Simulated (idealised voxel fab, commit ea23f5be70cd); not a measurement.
Process module heading - voxel tone inversion
205 nm wide, 5 nm square cells: that's cross-section cut.
When this document writes out a cross-section, it uses a grid of square cells and lists it as bands, beginning at the top and moving down, with a band standing for one or more rows of cells. What a band's entry tells you: where the top is and where the bottom is, as heights in nm, and after that what lies inside, material by material from left to right, each with its width in nm. Empty space is written as the word "air", and a single material marked with the word "everywhere" occupies the band from edge to edge. Below 0: as-received wafer, all one material; heights counted from there. Lowest band: no bottom, goes on down, written "0..down". With a width like "30->40", each row of cells in the band differs from the next by the same amount, the top row carrying the first number and the bottom row the second. Basically "nothing changed" means that step didn't change any cell in the cross-section. The label "Sealed void listing" introduces a list of the empty spaces, 8 cells or larger, that have no open way up to the top; each entry in it reads width x height at distance, where the distance is taken from the left edge and all three are stated in nm. That trailing text on a step's line, after the settings, is the simulator's own remark on the step. "overlay nm" on a masked step: distance the mask lay right of its planned place, negative for left.
So here's the lineup of process steps we planned
1. RECEIVE with material Si
2. CONFORMAL_DEP with material SiN, thk nm 10
3. DIRECTIONAL_DEP with material polySi, thk nm 15
4. PATTERN with tone cover, mask id POSTS, material resist, width nm 20, pitch nm 35, thk nm 20, overlay nm 0
5. DIRECTIONAL_ETCH with etch materials polySi, depth nm 15
6. STRIP with etch materials resist
7. FILL_DEP with material SiO2, thk nm 5
8. CMP with height nm 25
9. STRIP with etch materials polySi
10. CONFORMAL_DEP with material TiN, thk nm 5
11. FILL_DEP with material W, thk nm 10
12. CMP with height nm 25
13. CONFORMAL_DEP with material SiCN, thk nm 5
Received-state cross-section, reflecting completion of step 1
* 0..down: Si everywhere
* Sealed void listing: none
Cross-section at module end, one run error; start and plan unchanged from above
* 30..25: SiCN everywhere
* 25..15: 35 nm W | 5 nm TiN | 20 nm SiO2 | 5 nm TiN | 5 nm W | 5 nm TiN | 20 nm SiO2 | 5 nm TiN | 5 nm W | 5 nm TiN | 20 nm SiO2 | 5 nm TiN | 5 nm W | 5 nm TiN | 20 nm SiO2 | 5 nm TiN | 35 nm W
* 15..10: 40 nm TiN | 20 nm SiO2 | 15 nm TiN | 20 nm SiO2 | 15 nm TiN | 20 nm SiO2 | 15 nm TiN | 20 nm SiO2 | 40 nm TiN
* 10..0: SiN everywhere
* 0..down: Si everywhere
* Sealed void listing: none
What was done differently from what was planned? the process deviated at step 4: the operation and settings actually run there were PATTERN with tone open, mask id POSTS, material resist, width nm 20, pitch nm 35, thk nm 20, overlay nm 0
